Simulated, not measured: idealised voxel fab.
process module | voxel transistor to metal
cross-section cut | 280 nm wide | cells 5 nm
A cross-section is a grid of square cells, given in bands from the top down. A band is one or more rows of cells.
Each band's line starts with the height of the band's top and of its bottom, in nm. Then come its materials from left to right, each with its width in nm. One material with "throughout" fills the band from edge to edge. "air" is empty space.
Height 0 is the level under which the wafer as received is all one material. The lowest band goes on downwards, as in "0 down".
A width such as "30 to 40" changes by the same amount from each row of cells to the next, from the band's top row to its bottom row.
"no change" after a step means that no cell of the cross-section changed.
closed voids: empty space of 8 cells or more with no open way to the top, each as width x height at its distance from the left edge, in nm
after a step's settings: what the simulator itself notes on the step
overlay nm, on a step with a mask: how far to the right of its planned place the mask lay; to the left if negative
plan
1 op RECEIVE | material Si
2 op OXIDIZE | depth nm 5
3 op CONFORMAL_DEP | material SiN | thk nm 10
4 op MASKED_ETCH | tone cover | mask id ACTIVE | width nm 105 | pitch nm 125 | etch materials SiN | depth nm 10 | overlay nm 0
5 op MASKED_ETCH | tone cover | mask id ACTIVE | width nm 105 | pitch nm 125 | etch materials SiO2 | depth nm 5 | overlay nm 0
6 op MASKED_ETCH | tone cover | mask id ACTIVE | width nm 105 | pitch nm 125 | etch materials Si | depth nm 35 | overlay nm 0
7 op FILL_DEP | material SiO2 | thk nm 5
8 op CMP | height nm 10
9 op SELECTIVE_ETCH | etch materials SiO2 | depth nm 10
10 op STRIP | etch materials SiN
11 op SELECTIVE_ETCH | etch materials SiO2 | depth nm 5
12 op OXIDIZE | depth nm 5
13 op DIRECTIONAL_DEP | material polySi | thk nm 20
14 op DIRECTIONAL_DEP | material SiCN | thk nm 15
15 op PATTERN | tone cover | mask id GATE | material resist | width nm 25 | pitch nm 125 | thk nm 15 | overlay nm 0
16 op DIRECTIONAL_ETCH | etch materials SiCN | depth nm 25
17 op DIRECTIONAL_ETCH | etch materials polySi | depth nm 30
18 op STRIP | etch materials resist
19 op CONFORMAL_DEP | material SiO2 | thk nm 5
20 op DIRECTIONAL_ETCH | etch materials SiO2 | depth nm 5
21 op CONFORMAL_DEP | material SiN | thk nm 5
22 op DIRECTIONAL_ETCH | etch materials SiN | depth nm 5
23 op DIRECTIONAL_ETCH | etch materials SiO2 | depth nm 5
24 op DIRECTIONAL_ETCH | etch materials Si | depth nm 10
25 op EPI | material SiGe | thk nm 10
26 op FILL_DEP | material SiO2 | thk nm 5
27 op CMP | height nm 30
28 op DIRECTIONAL_DEP | material SiO2 | thk nm 10
29 op MASKED_ETCH | tone open | mask id CONTACT | width nm 20 | etch materials SiO2 | depth nm 50 | overlay nm 0
30 op CONFORMAL_DEP | material TiN | thk nm 5
31 op FILL_DEP | material W | thk nm 5
32 op CMP | height nm 40
33 op CONFORMAL_DEP | material SiN | thk nm 5
34 op DIRECTIONAL_DEP | material lowk | thk nm 15
35 op PATTERN | tone open | mask id METAL_1 | material resist | width nm 20 | thk nm 15 | overlay nm 0
36 op DIRECTIONAL_ETCH | etch materials lowk | depth nm 15
37 op DIRECTIONAL_ETCH | etch materials SiN | depth nm 5
38 op STRIP | etch materials resist
39 op CONFORMAL_DEP | material TiN | thk nm 5
40 op FILL_DEP | material Cu | thk nm 5
41 op CMP | height nm 60
42 op CONFORMAL_DEP | material SiCN | thk nm 5
43 op DIRECTIONAL_DEP | material SiO2 | thk nm 30
44 op MASKED_ETCH | tone open | mask id METAL_2_HOLES | width nm 15 | pitch nm 125 | etch materials SiO2 | depth nm 30 | overlay nm 0
45 op MASKED_ETCH | tone open | mask id METAL_2 | width nm 20 | pitch nm 125 | etch materials SiO2 | depth nm 15 | overlay nm 0
46 op MASKED_ETCH | tone open | mask id METAL_2 | width nm 20 | pitch nm 125 | etch materials SiCN | depth nm 5 | overlay nm 0
47 op CONFORMAL_DEP | material TiN | thk nm 5
48 op FILL_DEP | material Cu | thk nm 5
49 op CMP | height nm 95
50 op CONFORMAL_DEP | material SiCN | thk nm 5
as received, after step 1
  0 down: Si throughout
  closed voids: none
a wafer at the end: this start, this plan, one mistake
  100 to 95: SiCN throughout
  95 to 85: SiO2 30 | TiN 5 | Cu 10 | TiN 5 | SiO2 105 | TiN 5 | Cu 10 | TiN 5 | SiO2 105
  85 to 80: SiO2 30 | TiN 5 | Cu 5 | TiN 10 | SiO2 105 | TiN 5 | Cu 5 | TiN 10 | SiO2 105
  80 to 65: SiO2 30 | TiN 5 | Cu 5 | TiN 5 | SiO2 110 | TiN 5 | Cu 5 | TiN 5 | SiO2 110
  65 to 60: SiCN 30 | TiN 15 | SiCN 110 | TiN 15 | SiCN 110
  60 to 55: SiN 30 | TiN 20 | SiN 55 | TiN 20 | SiN 30 | TiN 20 | SiN 55 | TiN 20 | SiN 30
  55 to 40: lowk throughout
  40 to 30: SiO2 30 | TiN 5 | W 10 | TiN 5 | SiO2 55 | TiN 5 | W 10 | TiN 5 | SiO2 30 | TiN 5 | W 10 | TiN 5 | SiO2 55 | TiN 5 | W 10 | TiN 5 | SiO2 30
  30 to 15: SiO2 30 | TiN 5 | W 10 | TiN 5 | SiO2 5 | SiN 5 | SiO2 5 | SiCN 25 | SiO2 5 | SiN 5 | SiO2 5 | TiN 5 | W 10 | TiN 5 | SiO2 30 | TiN 5 | W 10 | TiN 5 | SiO2 5 | SiN 5 | SiO2 5 | SiCN 25 | SiO2 5 | SiN 5 | SiO2 5 | TiN 5 | W 10 | TiN 5 | SiO2 30
  15 to 5: SiO2 30 | TiN 5 | W 10 | TiN 5 | SiO2 5 | SiN 5 | SiO2 5 | polySi 25 | SiO2 5 | SiN 5 | SiO2 5 | TiN 5 | W 10 | TiN 5 | SiO2 30 | TiN 5 | W 10 | TiN 5 | SiO2 5 | SiN 5 | SiO2 5 | polySi 25 | SiO2 5 | SiN 5 | SiO2 5 | TiN 5 | W 10 | TiN 5 | SiO2 30
  5 to 0: SiO2 30 | TiN 5 | W 5 | TiN 10 | SiO2 5 | SiN 5 | SiO2 5 | polySi 25 | SiO2 5 | SiN 5 | SiO2 5 | TiN 10 | W 5 | TiN 5 | SiO2 30 | TiN 5 | W 5 | TiN 10 | SiO2 5 | SiN 5 | SiO2 5 | polySi 25 | SiO2 5 | SiN 5 | SiO2 5 | TiN 10 | W 5 | TiN 5 | SiO2 30
  0 to -5: SiO2 30 | TiN 5 | W 5 | TiN 5 | SiGe 10 | SiN 5 | SiO2 5 | polySi 25 | SiO2 5 | SiN 5 | SiGe 10 | TiN 5 | W 5 | TiN 5 | SiO2 30 | TiN 5 | W 5 | TiN 5 | SiGe 10 | SiN 5 | SiO2 5 | polySi 25 | SiO2 5 | SiN 5 | SiGe 10 | TiN 5 | W 5 | TiN 5 | SiO2 30
  -5 to -10: SiO2 30 | TiN 15 | SiGe 10 | SiO2 45 | SiGe 10 | TiN 15 | SiO2 30 | TiN 15 | SiGe 10 | SiO2 45 | SiGe 10 | TiN 15 | SiO2 30
  -10 to -20: SiO2 25 | SiGe 30 | Si 45 | SiGe 30 | SiO2 20 | SiGe 30 | Si 45 | SiGe 30 | SiO2 25
  -20 to -40: SiO2 25 | Si 105 | SiO2 20 | Si 105 | SiO2 25
  -40 down: Si throughout
  closed voids: none
what went wrong: steps 33 and 34 were swapped
